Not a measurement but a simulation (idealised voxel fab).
Documented hereafter: the process module known as voxel self aligned contacts.
Shown is cross-section cut, with a width of 175 nm and square cells of size 5 nm.
Cross-section, as written here: a square-cell grid given band by band from the top down, where a band holds one or more rows of cells.
A band entry consists of two parts. The first gives the height of the band's top and the height of its bottom, in nm. The rest lists the band's materials from left to right, each with its width in nm. A single material labelled with the word "edge to edge" fills the band from edge to edge, and the word "blank" marks empty space.
Where do heights start? At 0: under that level the wafer as delivered is made of one material only. And the lowest band has no floor; it just carries on downward, as in "0..down".
Per-row width for "30->40": begins at first number (top row of band), ends at second number (bottom row), increment between rows held constant.
"remained unchanged", as given for a step, is the statement that not any cell of the cross-section underwent a change during that step.
Empty spaces counting at least 8 cells and having no open way to the top are listed in "Closed empty spaces". The notation width x height at distance is used for each, the distance being from the left edge and all three values in nm.
Past the settings on a step's line: simulator remark, on that step.
The optional step-line setting "overlay nm" applies to steps with a mask and quantifies how far to the right of its planned location the mask lay, a negative value indicating leftward placement.
Steps in the process plan:
1. RECEIVE: material Si
2. CONFORMAL_DEP: material SiO2, thk nm 5
3. DIRECTIONAL_DEP: material polySi, thk nm 25
4. DIRECTIONAL_DEP: material SiN, thk nm 15
5. DIRECTIONAL_DEP: material aC, thk nm 10
6. PATTERN: tone cover, mask id GATE, material resist, width nm 30, pitch nm 55, thk nm 30, overlay nm 0
7. DIRECTIONAL_ETCH: etch materials aC, depth nm 10
8. STRIP: etch materials resist
9. DIRECTIONAL_ETCH: etch materials SiN, depth nm 15
10. DIRECTIONAL_ETCH: etch materials polySi, depth nm 25
11. STRIP: etch materials aC
12. CONFORMAL_DEP: material SiN, thk nm 5
13. DIRECTIONAL_ETCH: etch materials SiN, depth nm 5
14. FILL_DEP: material SiO2, thk nm 20
15. CMP: height nm 55
16. MASKED_ETCH: tone open, mask id CONTACT, width nm 35, etch materials SiO2, depth nm 55, overlay nm 0
17. CONFORMAL_DEP: material TiN, thk nm 5
18. FILL_DEP: material Ru, thk nm 5
19. CMP: height nm 55
20. CONFORMAL_DEP: material SiCN, thk nm 5
Cross-section of the wafer upon arrival, representing the state reached after step 1:
    0..down  Si edge to edge
    Closed empty spaces: none
What the wafer looks like in cross-section after this module, when it starts as shown above and follows the plan above but one mistake is made in running it:
    60..55  SiCN edge to edge
    55..45  Ru 65->35 nm, TiN 5->35 nm, SiO2 35 nm, TiN 5->35 nm, Ru 65->35 nm
    45..30  Ru 35 nm, TiN 5 nm, SiN 40 nm, SiO2 15 nm, SiN 40 nm, TiN 5 nm, Ru 35 nm
    30..5  Ru 35 nm, TiN 5 nm, SiN 5 nm, polySi 30 nm, SiN 5 nm, SiO2 15 nm, SiN 5 nm, polySi 30 nm, SiN 5 nm, TiN 5 nm, Ru 35 nm
    5..0  TiN 40 nm, SiO2 95 nm, TiN 40 nm
    0..down  Si edge to edge
    Closed empty spaces: none
Here's what went sideways: step 16 did not use the planned setting and instead ran as MASKED_ETCH: tone cover, mask id CONTACT, width nm 35, etch materials SiO2, depth nm 55, overlay nm 0
